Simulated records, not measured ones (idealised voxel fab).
voxel plated lines: a process module
The figure presents cross-section cut, which has a width of 180 nm and is divided into square cells with an edge length of 5 nm.
Think of the cross-section as a grid of square cells. We describe it in bands, top to bottom, and each band covers one or more rows of those cells. This entry defines a band. It first specifies the height of the band's top and the height of its bottom in nm, and then specifies the band's materials from left to right, stating each material with its width in nm. The word "throughout" identifies a single material that fills the band from edge to edge, while the word "empty" identifies empty space. For the purposes of this specification, 0 denotes the height below which the wafer in its as-received condition is composed wholly of one material, and the lowermost band, lacking a lower limit, extends downward without end, as expressed in "top 0, no bottom". When a width is written as two numbers, as in "30->40", the first number is the width in the top row of cells of the band and the second is the width in its bottom row, and the width changes by the same amount from each row to the next. "no alterations made" -> step changed no cross-section cell. In "Closed cavity list" the enclosed voids are listed, meaning empty spaces of 8 cells or larger without any opening to the top. The form is width x height at distance, distance from the left edge, units nm. Anything after a step's settings on that line? It's the simulator's own note about the step. overlay nm: for a step with a mask, the amount by which the mask lay right of where it was planned; a negative amount means left of it.

The planned process steps are enumerated hereunder:
| 1 | RECEIVE [material Si] |
| 2 | CONFORMAL_DEP [material SiN] [thk nm 10] |
| 3 | DIRECTIONAL_DEP [material TiN] [thk nm 5] |
| 4 | PATTERN [tone open] [mask id LINES] [material resist] [width nm 25] [pitch nm 40] [thk nm 40] [overlay nm 0] |
| 5 | EPI [material Ru] [thk nm 10] |
| 6 | EPI [material Ru] [thk nm 10] |
| 7 | EPI [material Ru] [thk nm 5] |
| 8 | STRIP [etch materials resist] |
| 9 | DIRECTIONAL_ETCH [etch materials TiN] [depth nm 5] |
| 10 | CONFORMAL_DEP [material SiN] [thk nm 10] |

Cross-section: wafer on arrival = after step 1:
    top 0, no bottom | Si throughout
    Closed cavity list: none

Final wafer profile in cross-section after the module, from the same start and plan as above, with one mistake made during processing:
    top 60, bottom 50 | empty (45) / SiN (85) / empty (50)
    top 50, bottom 30 | empty (45) / SiN (10) / Ru (25) / SiN (15) / Ru (25) / SiN (10) / empty (50)
    top 30, bottom 25 | SiN (55) / Ru (25) / SiN (15) / Ru (25) / SiN (60)
    top 25, bottom 20 | SiN (55) / TiN (25) / SiN (15) / TiN (25) / SiN (60)
    top 20, bottom 10 | TiN throughout
    top 10, bottom 0 | SiN throughout
    top 0, no bottom | Si throughout
    Closed cavity list: none
what went wrong: contrary to plan, step 3 was performed as DIRECTIONAL_DEP [material TiN] [thk nm 15]
